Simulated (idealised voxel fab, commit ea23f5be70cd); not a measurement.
Module name: voxel tone inversion (process module)
The figure presents cross-section cut, which has a width of 160 nm and is divided into square cells with an edge length of 5 nm.
Cross-sections here: square-cell grids, written as top-down lists of bands, a band being one or more rows of cells. Heads up on the band format: heights come first, top then bottom, in nm. After that it's the materials left to right, each with its width in nm. A single material flagged "throughout" fills the whole band edge to edge, and "empty" means there's empty space there. Heights are measured from 0, the level below which the as-received wafer is all one material; the lowest band has no bottom and continues downward, written as in "top 0, no bottom". Top row gets the first number, bottom row gets the second, and each row in between changes by the same step: that is how a band width like "30..40" works. A step reported as "no change" is a step in which no cell of the cross-section changed. Listed in "Closed void listing": every empty space of 8 or more cells without an open way to the top. Form: width x height at distance, the distance being from the left edge, all in nm. Heads up: the bit after the settings on a step's line is the simulator's remark on that step. The line of a step may include "overlay nm". On a step with a mask, this value is how far to the right of its planned place the mask lay. A negative value means the mask lay to the left.
### This section lists the process steps that were planned
- 1: op RECEIVE | material Si
- 2: op CONFORMAL_DEP | material SiCN | thk nm 5
- 3: op DIRECTIONAL_DEP | material polySi | thk nm 25
- 4: op PATTERN | tone cover | mask id POSTS | material resist | width nm 25 | pitch nm 50 | thk nm 35 | overlay nm 0
- 5: op DIRECTIONAL_ETCH | etch materials polySi | depth nm 25
- 6: op STRIP | etch materials resist
- 7: op FILL_DEP | material SiO2 | thk nm 10
- 8: op CMP | height nm 30
- 9: op STRIP | etch materials polySi
### First of two wafers, with the run carried out as planned
### Here's what the wafer looked like in cross-section when it arrived - that's after step 1
> top 0, no bottom: Si throughout
> Closed void listing: none
### Step 2 complete: cross-section through the wafer
> top 5, bottom 0: SiCN throughout
> Rest of section, below 0: as before.
### Step 3 complete: cross-section through the wafer
> top 30, bottom 5: polySi throughout
> Rest of section, below 5: as before.
### Step 4 complete: cross-section through the wafer
> top 65, bottom 30: 40 empty  25 resist  25 empty  25 resist  45 empty
> Rest of section, below 30: as before.
### Step 5 complete: cross-section through the wafer
> top 65, bottom 30: 40 empty  25 resist  25 empty  25 resist  45 empty
> top 30, bottom 5: 40 empty  25 polySi  25 empty  25 polySi  45 empty
> Rest of section, below 5: as before.
### Step 6 complete: cross-section through the wafer
> top 30, bottom 5: 40 empty  25 polySi  25 empty  25 polySi  45 empty
> Rest of section, below 5: as before.
### Step 7 complete: cross-section through the wafer
> top 40, bottom 30: SiO2 throughout
> top 30, bottom 5: 40 SiO2  25 polySi  25 SiO2  25 polySi  45 SiO2
> Rest of section, below 5: as before.
### Step 8 complete: cross-section through the wafer
> top 30, bottom 5: 40 SiO2  25 polySi  25 SiO2  25 polySi  45 SiO2
> Rest of section, below 5: as before.
### Step 9 complete: cross-section through the wafer
> top 30, bottom 5: 40 SiO2  25 empty  25 SiO2  25 empty  45 SiO2
> Rest of section, below 5: as before.
### For the second wafer, take the first wafer's start and plan, then add one mistake made in running it; everything through step 3, that step included, is shared with the first
### when step 4 should have ended
> top 65, bottom 30: 40 empty  30 resist  20 empty  30 resist  40 empty
> Rest of section, below 30: as before.
### when step 5 should have ended
> top 65, bottom 30: 40 empty  30 resist  20 empty  30 resist  40 empty
> top 30, bottom 5: 40 empty  30 polySi  20 empty  30 polySi  40 empty
> Rest of section, below 5: as before.
### when step 6 should have ended
> top 30, bottom 5: 40 empty  30 polySi  20 empty  30 polySi  40 empty
> Rest of section, below 5: as before.
### when step 7 should have ended
> top 40, bottom 30: SiO2 throughout
> top 30, bottom 5: 40 SiO2  30 polySi  20 SiO2  30 polySi  40 SiO2
> Rest of section, below 5: as before.
### when step 8 should have ended
> top 30, bottom 5: 40 SiO2  30 polySi  20 SiO2  30 polySi  40 SiO2
> Rest of section, below 5: as before.
### when step 9 should have ended
> top 30, bottom 5: 40 SiO2  30 empty  20 SiO2  30 empty  40 SiO2
> Rest of section, below 5: as before.
Where did the run depart from the plan? in deviation from the planned setting, step 4 was conducted as op PATTERN | tone cover | mask id POSTS | material resist | width nm 30 | pitch nm 50 | thk nm 35 | overlay nm 0
Wafer comparison, final, in cells, second relative to first, materials more or fewer: SiO2 -10
